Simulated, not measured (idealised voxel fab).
process module | voxel air gaps
cross-section cut | 200 nm wide | cells 5 nm
A cross-section is a grid of square cells, given in bands from the top down. A band is one or more rows of cells.
Each band's line starts with the height of the band's top and of its bottom, in nm. Then come its materials from left to right, each with its width in nm. One material with "throughout" fills the band from edge to edge. "air" is empty space.
Height 0 is the level under which the wafer as received is all one material. The lowest band goes on downwards, as in "0 down".
A width such as "30 to 40" changes by the same amount from each row of cells to the next, from the band's top row to its bottom row.
"no change" after a step means that no cell of the cross-section changed.
closed voids: empty space of 8 cells or more with no open way to the top, each as width x height at its distance from the left edge, in nm
after a step's settings: what the simulator itself notes on the step
overlay nm, on a step with a mask: how far to the right of its planned place the mask lay; to the left if negative
plan
1 op RECEIVE | material Si
2 op CONFORMAL_DEP | material SiO2 | thk nm 15
3 op CONFORMAL_DEP | material SiCN | thk nm 5
4 op DIRECTIONAL_DEP | material lowk | thk nm 30
5 op PATTERN | tone open | mask id LINES | material resist | width nm 20 | pitch nm 45 | thk nm 20 | overlay nm 0
6 op DIRECTIONAL_ETCH | etch materials lowk | depth nm 30
7 op STRIP | etch materials resist
8 op CONFORMAL_DEP | material TiN | thk nm 5
9 op FILL_DEP | material Ru | thk nm 5
10 op CMP | height nm 50
11 op EPI | material Ru | thk nm 10
12 op SELECTIVE_ETCH | etch materials lowk | depth nm 40
13 op CONFORMAL_DEP | material SiCN | thk nm 5
as received, after step 1
  0 down: Si throughout
  closed voids: none
a wafer at the end: this start, this plan, one mistake
  65 to 60: air 30 | SiCN 140 | air 30
  60 to 50: air 30 | SiCN 5 | Ru 40 | SiCN 5 | Ru 40 | SiCN 5 | Ru 40 | SiCN 5 | air 30
  50 to 45: air 30 | SiCN 15 | TiN 5 | Ru 10 | TiN 5 | SiCN 25 | TiN 5 | Ru 10 | TiN 5 | SiCN 25 | TiN 5 | Ru 10 | TiN 5 | SiCN 15 | air 30
  45 to 25: air 40 | SiCN 5 | TiN 5 | Ru 10 | TiN 5 | SiCN 5 | air 15 | SiCN 5 | TiN 5 | Ru 10 | TiN 5 | SiCN 5 | air 15 | SiCN 5 | TiN 5 | Ru 10 | TiN 5 | SiCN 5 | air 40
  25 to 20: SiCN 45 | TiN 20 | SiCN 25 | TiN 20 | SiCN 25 | TiN 20 | SiCN 45
  20 to 0: SiCN throughout
  0 down: Si throughout
  closed voids: 15 x 20 at 70; 15 x 20 at 115
what went wrong: step 2 ran as: op CONFORMAL_DEP | material SiCN | thk nm 15
